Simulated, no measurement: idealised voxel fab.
A process module follows: voxel self aligned contacts.
Section cut is 280 nm wide and gridded with 5 nm square cells.
A cross-section is a grid of square cells, given in bands from the top down. A band is one or more rows of cells. Top, bottom (nm), then materials left to right with widths (nm); lone material tagged "full width" fills the whole band edge to edge; "empty" = empty space. Basically, 0 is our baseline, since under it the wafer straight out of the box is all one material. The bottom band has no lower end and keeps on going down, so it looks like "0..down". A two-number width, for instance "30..40", indicates that the width is equal to the first number in the top row of the band and to the second number in the bottom row, and that it changes by a constant amount per row of cells. Key: "everything unchanged" - step with no changed cell in the cross-section. Voids not open to the top, 8 cells minimum: see "Enclosed empty spaces". Written width x height at distance; distance is from the left edge; nm. Past the settings on a step's line: simulator remark, on that step. On any step carrying a mask, the "overlay nm" setting, if present on the step's line, tells how far right of its planned place the mask lay; negative values point to the left.
[The following list gives the planned process steps]
1 RECEIVE: material Si
2 OXIDIZE: depth nm 5
3 DIRECTIONAL_DEP: material polySi, thk nm 20
4 DIRECTIONAL_DEP: material SiN, thk nm 25
5 DIRECTIONAL_DEP: material aC, thk nm 10
6 PATTERN: tone cover, mask id GATE, material resist, width nm 30, pitch nm 75, thk nm 25, overlay nm 0
7 DIRECTIONAL_ETCH: etch materials aC, depth nm 10
8 STRIP: etch materials resist
9 DIRECTIONAL_ETCH: etch materials SiN, depth nm 25
10 DIRECTIONAL_ETCH: etch materials polySi, depth nm 20
11 STRIP: etch materials aC
12 CONFORMAL_DEP: material SiN, thk nm 10
13 DIRECTIONAL_ETCH: etch materials SiN, depth nm 10
14 FILL_DEP: material SiO2, thk nm 15
15 CMP: height nm 55
16 PATTERN: tone open, mask id CONTACT, material resist, width nm 55, thk nm 15, overlay nm 0
17 DIRECTIONAL_ETCH: etch materials SiO2, depth nm 60
18 STRIP: etch materials resist
19 CONFORMAL_DEP: material TiN, thk nm 5
20 FILL_DEP: material W, thk nm 10
21 CMP: height nm 55
22 CONFORMAL_DEP: material SiCN, thk nm 5
[So, the first of our two wafers, run just as we planned it]
[Cross-section of the wafer at receipt, which is the condition after step 1]
	0..down  Si full width
	Enclosed empty spaces: none
[Sectional view: wafer, after step 2]
	0..-5  SiO2 full width
	Below -5 it's all the same as before, nothing changed down there.
[Sectional view: wafer, after step 3]
	20..0  polySi full width
	Below 0 it's all the same as before, nothing changed down there.
[Sectional view: wafer, after step 4]
	45..20  SiN full width
	Below 20 it's all the same as before, nothing changed down there.
[Sectional view: wafer, after step 5]
	55..45  aC full width
	Below 45 it's all the same as before, nothing changed down there.
[Sectional view: wafer, after step 6]
	80..55  85 nm empty; 30 nm resist; 45 nm empty; 30 nm resist; 90 nm empty
	Below 55 it's all the same as before, nothing changed down there.
[Sectional view: wafer, after step 7]
	70..55  85 nm empty; 30 nm resist; 45 nm empty; 30 nm resist; 90 nm empty
	55..45  85 nm empty; 30 nm aC; 45 nm empty; 30 nm aC; 90 nm empty
	Below 45 it's all the same as before, nothing changed down there.
[Sectional view: wafer, after step 8]
	55..45  85 nm empty; 30 nm aC; 45 nm empty; 30 nm aC; 90 nm empty
	Below 45 it's all the same as before, nothing changed down there.
[Sectional view: wafer, after step 9]
	55..45  85 nm empty; 30 nm aC; 45 nm empty; 30 nm aC; 90 nm empty
	45..20  85 nm empty; 30 nm SiN; 45 nm empty; 30 nm SiN; 90 nm empty
	Below 20 it's all the same as before, nothing changed down there.
[Sectional view: wafer, after step 10]
	55..45  85 nm empty; 30 nm aC; 45 nm empty; 30 nm aC; 90 nm empty
	45..20  85 nm empty; 30 nm SiN; 45 nm empty; 30 nm SiN; 90 nm empty
	20..0  85 nm empty; 30 nm polySi; 45 nm empty; 30 nm polySi; 90 nm empty
	Below 0 it's all the same as before, nothing changed down there.
[Sectional view: wafer, after step 11]
	45..20  85 nm empty; 30 nm SiN; 45 nm empty; 30 nm SiN; 90 nm empty
	Below 20 it's all the same as before, nothing changed down there.
[Sectional view: wafer, after step 12]
	55..20  75 nm empty; 50 nm SiN; 25 nm empty; 50 nm SiN; 80 nm empty
	20..10  75 nm empty; 10 nm SiN; 30 nm polySi; 10 nm SiN; 25 nm empty; 10 nm SiN; 30 nm polySi; 10 nm SiN; 80 nm empty
	10..0  85 nm SiN; 30 nm polySi; 45 nm SiN; 30 nm polySi; 90 nm SiN
	Below 0 it's all the same as before, nothing changed down there.
[Sectional view: wafer, after step 13]
	45..20  75 nm empty; 50 nm SiN; 25 nm empty; 50 nm SiN; 80 nm empty
	20..0  75 nm empty; 10 nm SiN; 30 nm polySi; 10 nm SiN; 25 nm empty; 10 nm SiN; 30 nm polySi; 10 nm SiN; 80 nm empty
	Below 0 it's all the same as before, nothing changed down there.
[Sectional view: wafer, after step 14]
	60..45  SiO2 full width
	45..20  75 nm SiO2; 50 nm SiN; 25 nm SiO2; 50 nm SiN; 80 nm SiO2
	20..0  75 nm SiO2; 10 nm SiN; 30 nm polySi; 10 nm SiN; 25 nm SiO2; 10 nm SiN; 30 nm polySi; 10 nm SiN; 80 nm SiO2
	Below 0 it's all the same as before, nothing changed down there.
[Sectional view: wafer, after step 15]
	55..45  SiO2 full width
	Below 45 it's all the same as before, nothing changed down there.
[Sectional view: wafer, after step 16]
	70..55  110 nm resist; 55 nm empty; 115 nm resist
	Below 55 it's all the same as before, nothing changed down there.
[Sectional view: wafer, after step 17]
	70..55  110 nm resist; 55 nm empty; 115 nm resist
	55..45  110 nm SiO2; 55 nm empty; 115 nm SiO2
	45..20  75 nm SiO2; 50 nm SiN; 25 nm empty; 50 nm SiN; 80 nm SiO2
	20..0  75 nm SiO2; 10 nm SiN; 30 nm polySi; 10 nm SiN; 25 nm empty; 10 nm SiN; 30 nm polySi; 10 nm SiN; 80 nm SiO2
	0..-5  125 nm SiO2; 25 nm empty; 130 nm SiO2
	Below -5 it's all the same as before, nothing changed down there.
[Sectional view: wafer, after step 18]
	55..45  110 nm SiO2; 55 nm empty; 115 nm SiO2
	Below 45 it's all the same as before, nothing changed down there.
[Sectional view: wafer, after step 19]
	60..55  115 nm TiN; 45 nm empty; 120 nm TiN
	55..45  110 nm SiO2; 5..20 nm TiN; 45..15 nm empty; 5..20 nm TiN; 115 nm SiO2
	45..20  75 nm SiO2; 50 nm SiN; 5 nm TiN; 15 nm empty; 5 nm TiN; 50 nm SiN; 80 nm SiO2
	20..0  75 nm SiO2; 10 nm SiN; 30 nm polySi; 10 nm SiN; 5 nm TiN; 15 nm empty; 5 nm TiN; 10 nm SiN; 30 nm polySi; 10 nm SiN; 80 nm SiO2
	0..-5  125 nm SiO2; 25 nm TiN; 130 nm SiO2
	Below -5 it's all the same as before, nothing changed down there.
[Sectional view: wafer, after step 20]
	70..60  W full width
	60..55  115 nm TiN; 45 nm W; 120 nm TiN
	55..45  110 nm SiO2; 5..20 nm TiN; 45..15 nm W; 5..20 nm TiN; 115 nm SiO2
	45..20  75 nm SiO2; 50 nm SiN; 5 nm TiN; 15 nm W; 5 nm TiN; 50 nm SiN; 80 nm SiO2
	20..0  75 nm SiO2; 10 nm SiN; 30 nm polySi; 10 nm SiN; 5 nm TiN; 15 nm W; 5 nm TiN; 10 nm SiN; 30 nm polySi; 10 nm SiN; 80 nm SiO2
	Below 0 it's all the same as before, nothing changed down there.
[Sectional view: wafer, after step 21]
	55..45  110 nm SiO2; 5..20 nm TiN; 45..15 nm W; 5..20 nm TiN; 115 nm SiO2
	Below 45 it's all the same as before, nothing changed down there.
[Sectional view: wafer, after step 22]
	60..55  SiCN full width
	Below 55 it's all the same as before, nothing changed down there.
[For the second wafer, take the first wafer's start and plan, then add one mistake made in running it; everything through step 13, that step included, is shared with the first]
[Second wafer at the planned finish of step 14, seen in cross-section]
	60..45  W full width
	45..20  75 nm W; 50 nm SiN; 25 nm W; 50 nm SiN; 80 nm W
	20..0  75 nm W; 10 nm SiN; 30 nm polySi; 10 nm SiN; 25 nm W; 10 nm SiN; 30 nm polySi; 10 nm SiN; 80 nm W
	Below 0 it's all the same as before, nothing changed down there.
[Second wafer at the planned finish of step 15, seen in cross-section]
	55..45  W full width
	Below 45 it's all the same as before, nothing changed down there.
[Second wafer at the planned finish of step 16, seen in cross-section]
	70..55  110 nm resist; 55 nm empty; 115 nm resist
	Below 55 it's all the same as before, nothing changed down there.
Second wafer at the planned finish of step 17, seen in cross-section: everything unchanged
[Second wafer at the planned finish of step 18, seen in cross-section]
	55..45  W full width
	Below 45 it's all the same as before, nothing changed down there.
[Second wafer at the planned finish of step 19, seen in cross-section]
	60..55  TiN full width
	Below 55 it's all the same as before, nothing changed down there.
[Second wafer at the planned finish of step 20, seen in cross-section]
	70..60  W full width
	Below 60 it's all the same as before, nothing changed down there.
[Second wafer at the planned finish of step 21, seen in cross-section]
	55..45  W full width
	Below 45 it's all the same as before, nothing changed down there.
[Second wafer at the planned finish of step 22, seen in cross-section]
	60..55  SiCN full width
	Below 55 it's all the same as before, nothing changed down there.
So what did we get wrong on this run? in deviation from the planned setting, step 14 was conducted as FILL_DEP: material W, thk nm 15
The closing comparison, in cells, has the second wafer with more or fewer of some materials than the first: SiO2 -364, TiN -33, W +397
